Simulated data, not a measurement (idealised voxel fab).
Process module under the name voxel ribs on slabs
It is cross-section cut that appears here, measuring 270 nm in width, its square cells being 5 nm in size.
In what follows, cross-sections appear as grids of square cells, described through bands that run from the top down, where every band is one or more rows of cells.
Per band: top height and bottom height in nm, followed by the left-to-right materials and their widths in nm; "edge to edge" marks a single material spanning edge to edge, "blank" marks empty space.
Note: height 0 marks the level under which the wafer is uniformly one material as received. Lowest band unbounded below, written "from 0 down".
The two numbers in a width such as "30 to 40" mark its ends across the band: the first belongs to the top row of cells, the second to the bottom row, and from each row to the next the width moves by the same amount.
Step note "no alteration" = no cross-section cell changed.
Basically, "Enclosed cavities" tells you about the enclosed voids: empty spaces with no open way to the top, 8 cells or bigger, each written width x height at distance, where distance is from the left edge, all in nm.
Step line, after settings: the simulator's comment on this step.
A step line may carry the setting "overlay nm", which, for steps involving a mask, states the distance by which the mask lay to the right of its intended position; negative values denote displacement to the left.

### Listed below are the process steps as planned
1: RECEIVE,material Si
2: DIRECTIONAL_DEP,material SiO2,thk nm 25
3: DIRECTIONAL_DEP,material polySi,thk nm 25
4: DIRECTIONAL_DEP,material aC,thk nm 15
5: PATTERN,tone cover,mask id RIB,material resist,width nm 20,thk nm 30,overlay nm 0
6: DIRECTIONAL_ETCH,etch materials aC,depth nm 15
7: STRIP,etch materials resist
8: DIRECTIONAL_ETCH,etch materials polySi,depth nm 15
9: STRIP,etch materials aC
10: MASKED_ETCH,tone cover,mask id SLAB,width nm 70,etch materials polySi,depth nm 10,overlay nm 0
11: FILL_DEP,material SiO2,thk nm 30
12: CMP,height nm 70
13: DIRECTIONAL_DEP,material TiN,thk nm 10
14: MASKED_ETCH,tone cover,mask id HEATER,width nm 30,etch materials TiN,depth nm 10,overlay nm 0
15: CONFORMAL_DEP,material SiO2,thk nm 10

### First out of two wafers; run went to plan

### Here's what the wafer looked like in cross-section when it arrived - that's after step 1
	from 0 down  Si edge to edge
	Enclosed cavities: none

### The following cross-section depicts the wafer upon completion of step 2
	from 25 to 0  SiO2 edge to edge
	Whatever lies below 0 is exactly as it was before.

### The following cross-section depicts the wafer upon completion of step 3
	from 50 to 25  polySi edge to edge
	Whatever lies below 25 is exactly as it was before.

### The following cross-section depicts the wafer upon completion of step 4
	from 65 to 50  aC edge to edge
	Whatever lies below 50 is exactly as it was before.

### The following cross-section depicts the wafer upon completion of step 5
	from 95 to 65  blank=125 | resist=20 | blank=125
	Whatever lies below 65 is exactly as it was before.

### The following cross-section depicts the wafer upon completion of step 6
	from 80 to 65  blank=125 | resist=20 | blank=125
	from 65 to 50  blank=125 | aC=20 | blank=125
	Whatever lies below 50 is exactly as it was before.

### The following cross-section depicts the wafer upon completion of step 7
	from 65 to 50  blank=125 | aC=20 | blank=125
	Whatever lies below 50 is exactly as it was before.

### The following cross-section depicts the wafer upon completion of step 8
	from 65 to 50  blank=125 | aC=20 | blank=125
	from 50 to 35  blank=125 | polySi=20 | blank=125
	Whatever lies below 35 is exactly as it was before.

### The following cross-section depicts the wafer upon completion of step 9
	from 50 to 35  blank=125 | polySi=20 | blank=125
	Whatever lies below 35 is exactly as it was before.

### The following cross-section depicts the wafer upon completion of step 10
	from 50 to 35  blank=125 | polySi=20 | blank=125
	from 35 to 25  blank=100 | polySi=70 | blank=100
	Whatever lies below 25 is exactly as it was before.

### The following cross-section depicts the wafer upon completion of step 11
	from 80 to 50  SiO2 edge to edge
	from 50 to 35  SiO2=125 | polySi=20 | SiO2=125
	from 35 to 25  SiO2=100 | polySi=70 | SiO2=100
	Whatever lies below 25 is exactly as it was before.

### The following cross-section depicts the wafer upon completion of step 12
	from 70 to 50  SiO2 edge to edge
	Whatever lies below 50 is exactly as it was before.

### The following cross-section depicts the wafer upon completion of step 13
	from 80 to 70  TiN edge to edge
	Whatever lies below 70 is exactly as it was before.

### The following cross-section depicts the wafer upon completion of step 14
	from 80 to 70  blank=120 | TiN=30 | blank=120
	Whatever lies below 70 is exactly as it was before.

### The following cross-section depicts the wafer upon completion of step 15
	from 90 to 80  blank=110 | SiO2=50 | blank=110
	from 80 to 70  SiO2=120 | TiN=30 | SiO2=120
	Whatever lies below 70 is exactly as it was before.

### It is to be noted that the second wafer proceeded from the same initial state and according to the same plan as the first, although one mistake was committed in its execution; through step 4, inclusive, the two wafers share an identical history

### X-section, second wafer, when step 5 was due to finish
	from 95 to 65  blank=115 | resist=20 | blank=135
	Whatever lies below 65 is exactly as it was before.

### X-section, second wafer, when step 6 was due to finish
	from 80 to 65  blank=115 | resist=20 | blank=135
	from 65 to 50  blank=115 | aC=20 | blank=135
	Whatever lies below 50 is exactly as it was before.

### X-section, second wafer, when step 7 was due to finish
	from 65 to 50  blank=115 | aC=20 | blank=135
	Whatever lies below 50 is exactly as it was before.

### X-section, second wafer, when step 8 was due to finish
	from 65 to 50  blank=115 | aC=20 | blank=135
	from 50 to 35  blank=115 | polySi=20 | blank=135
	Whatever lies below 35 is exactly as it was before.

### X-section, second wafer, when step 9 was due to finish
	from 50 to 35  blank=115 | polySi=20 | blank=135
	Whatever lies below 35 is exactly as it was before.

### X-section, second wafer, when step 10 was due to finish
	from 50 to 35  blank=115 | polySi=20 | blank=135
	from 35 to 25  blank=100 | polySi=70 | blank=100
	Whatever lies below 25 is exactly as it was before.

### X-section, second wafer, when step 11 was due to finish
	from 80 to 50  SiO2 edge to edge
	from 50 to 35  SiO2=115 | polySi=20 | SiO2=135
	from 35 to 25  SiO2=100 | polySi=70 | SiO2=100
	Whatever lies below 25 is exactly as it was before.

### X-section, second wafer, when step 12 was due to finish
	from 70 to 50  SiO2 edge to edge
	Whatever lies below 50 is exactly as it was before.

### X-section, second wafer, when step 13 was due to finish
	from 80 to 70  TiN edge to edge
	Whatever lies below 70 is exactly as it was before.

### X-section, second wafer, when step 14 was due to finish
	from 80 to 70  blank=120 | TiN=30 | blank=120
	Whatever lies below 70 is exactly as it was before.

### X-section, second wafer, when step 15 was due to finish
	from 90 to 80  blank=110 | SiO2=50 | blank=110
	from 80 to 70  SiO2=120 | TiN=30 | SiO2=120
	Whatever lies below 70 is exactly as it was before.
What was done differently from what was planned? planned and actual differ for step 5; actual: PATTERN,tone cover,mask id RIB,material resist,width nm 20,thk nm 30,overlay nm -10
At the end, each material covers as many cells on the second wafer as it does on the first, though the cells it covers are elsewhere.
